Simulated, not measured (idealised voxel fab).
The following process module bears the name voxel fin reveal.
In the cross-section labelled cut, the width is 220 nm and each square cell is 5 nm.
Bands, listed from the top down, are how a cross-section gets written in this document; the cross-section itself is a grid of square cells, and a band is one or more rows of them.
Look at the band entry: it leads with the top's height and the bottom's height in nm. Then it lists the materials left to right, with a width in nm for each. The word "all across" on a single material says that material fills the band edge to edge. The word "empty" is empty space.
Ref level 0: as-received wafer is one material below here. Bottom band extends down with no lower bound ("0 and below").
A width such as "30 to 40" changes by the same amount from each row of cells to the next, from the band's top row to its bottom row.
When a step is marked "no change occurred", none of the cells in the cross-section changed during that step.
Empty spaces counting at least 8 cells and having no open way to the top are listed in "Non-vented voids". The notation width x height at distance is used for each, the distance being from the left edge and all three values in nm.
That trailing text on a step's line, after the settings, is the simulator's own remark on the step.
A step line may carry the setting "overlay nm", which, for steps involving a mask, states the distance by which the mask lay to the right of its intended position; negative values denote displacement to the left.

PROCESS STEPS - PLAN
1) RECEIVE,material Si
2) CONFORMAL_DEP,material SiN,thk nm 10
3) PATTERN,tone cover,mask id FINS,material resist,width nm 15,pitch nm 35,thk nm 20,overlay nm 0
4) DIRECTIONAL_ETCH,etch materials SiN,depth nm 10
5) DIRECTIONAL_ETCH,etch materials Si,depth nm 30
6) STRIP,etch materials resist
7) FILL_DEP,material SiO2,thk nm 15
8) CMP,height nm 10
9) SELECTIVE_ETCH,etch materials SiO2,depth nm 25
10) STRIP,etch materials SiN

AS-RECEIVED WAFER CROSS-SECTION (AFTER STEP 1)
- 0 and below | Si all across
- Non-vented voids: none

SECTIONED VIEW, FIRST OF TWO WAFERS, AT THE CLOSE OF THE MODULE, PROCESSED AS INTENDED IN THE PLAN
- 0 down to -15 | 85 empty, 15 Si, 20 empty, 15 Si, 85 empty
- -15 down to -30 | 85 SiO2, 15 Si, 20 SiO2, 15 Si, 85 SiO2
- -30 and below | Si all across
- Non-vented voids: none

CROSS-SECTION OF THE LATTER OF THE TWO WAFERS AT MODULE COMPLETION. IT HAD AN IDENTICAL START AND AN IDENTICAL PLAN TO THE FORMER; IN RUNNING IT, ONE MISTAKE WAS MADE
- 0 down to -15 | 85 empty, 15 Si, 20 empty, 15 Si, 85 empty
- -15 down to -25 | 60 SiO2, 25 empty, 15 Si, 20 empty, 15 Si, 25 empty, 60 SiO2
- -25 down to -30 | 85 SiO2, 15 Si, 20 SiO2, 15 Si, 85 SiO2
- -30 and below | Si all across
- Non-vented voids: none
In executing the process, a mistake was made relative to the plan: a sequencing error occurred in which plan steps 9 and 10 were transposed
Final comparison by cell count, materials where the second wafer has more or fewer than the first: -28 SiO2
